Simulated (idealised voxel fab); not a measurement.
The following is a process module called voxel self aligned vias.
Displayed cross-section: cut, width of 280 nm, square cells sized 5 nm.
A cross-section is a grid of square cells, given in bands from the top down. A band is one or more rows of cells.
Top, bottom (nm), then materials left to right with widths (nm); lone material tagged "throughout" fills the whole band edge to edge; "air" = empty space.
We count height from 0. Below that, the starting wafer is all one material. The lowest band never ends at the bottom but goes on down; see "from 0 down" for how that is written.
Graded width ("30->40"): value in top row of band = first number; value in bottom row = second number; row-to-row change constant.
What does "nothing was modified" mean for a step? It means no cell of the cross-section changed in that step.
Each empty space that has no open way to the top and spans at least 8 cells appears under "Fully sealed voids" as width x height at distance, the distance counted from the left edge, all in nm.
Where a step's line continues beyond its settings, the continuation is a remark by the simulator itself on that step.
overlay nm: where the mask lay relative to plan, measured to the right, on steps with a mask; negatives go left.
## Intended process steps
1. RECEIVE [material Si]
2. CONFORMAL_DEP [material SiO2] [thk nm 10]
3. CONFORMAL_DEP [material SiCN] [thk nm 5]
4. DIRECTIONAL_DEP [material lowk] [thk nm 25]
5. MASKED_ETCH [tone open] [mask id LINES] [width nm 20] [pitch nm 50] [etch materials lowk] [depth nm 25] [overlay nm 0]
6. CONFORMAL_DEP [material TiN] [thk nm 5]
7. FILL_DEP [material Ru] [thk nm 10]
8. CMP [height nm 40]
9. SELECTIVE_ETCH [etch materials W Ru TiN] [depth nm 5]
10. FILL_DEP [material SiN] [thk nm 5]
11. CMP [height nm 40]
12. DIRECTIONAL_DEP [material lowk] [thk nm 20]
13. DIRECTIONAL_DEP [material aC] [thk nm 15]
14. PATTERN [tone open] [mask id VIAS] [material resist] [width nm 30] [pitch nm 100] [thk nm 30] [overlay nm 0]
15. DIRECTIONAL_ETCH [etch materials aC] [depth nm 15]
16. STRIP [etch materials resist]
17. DIRECTIONAL_ETCH [etch materials lowk] [depth nm 20]
18. DIRECTIONAL_ETCH [etch materials SiN] [depth nm 5]
19. STRIP [etch materials aC]
20. CONFORMAL_DEP [material TiN] [thk nm 5]
21. FILL_DEP [material Ru] [thk nm 5]
22. CMP [height nm 60]
23. CONFORMAL_DEP [material SiN] [thk nm 5]
Split variable: thk nm, step 6. Plan value = first wafer. Wafers start alike.
## Sectional view: first of several wafers, as received, after step 1
  from 0 down  Si throughout
  Fully sealed voids: none
## Every row in this table is a wafer at the end of the module, and it gives, for each of the materials, the cells that wafer has gained (+) or lost (-) since it was received, then its closed voids
thk nm 5, +46 Ru, +56 SiCN, +60 SiN, +112 SiO2, +58 TiN, +396 lowk, Fully sealed voids: none
thk nm 10, +28 Ru, +56 SiCN, +60 SiN, +112 SiO2, +76 TiN, +396 lowk, Fully sealed voids: none
thk nm 15, +28 Ru, +56 SiCN, +60 SiN, +112 SiO2, +76 TiN, +396 lowk, Fully sealed voids: none
thk nm 20, +28 Ru, +56 SiCN, +60 SiN, +112 SiO2, +76 TiN, +396 lowk, Fully sealed voids: none
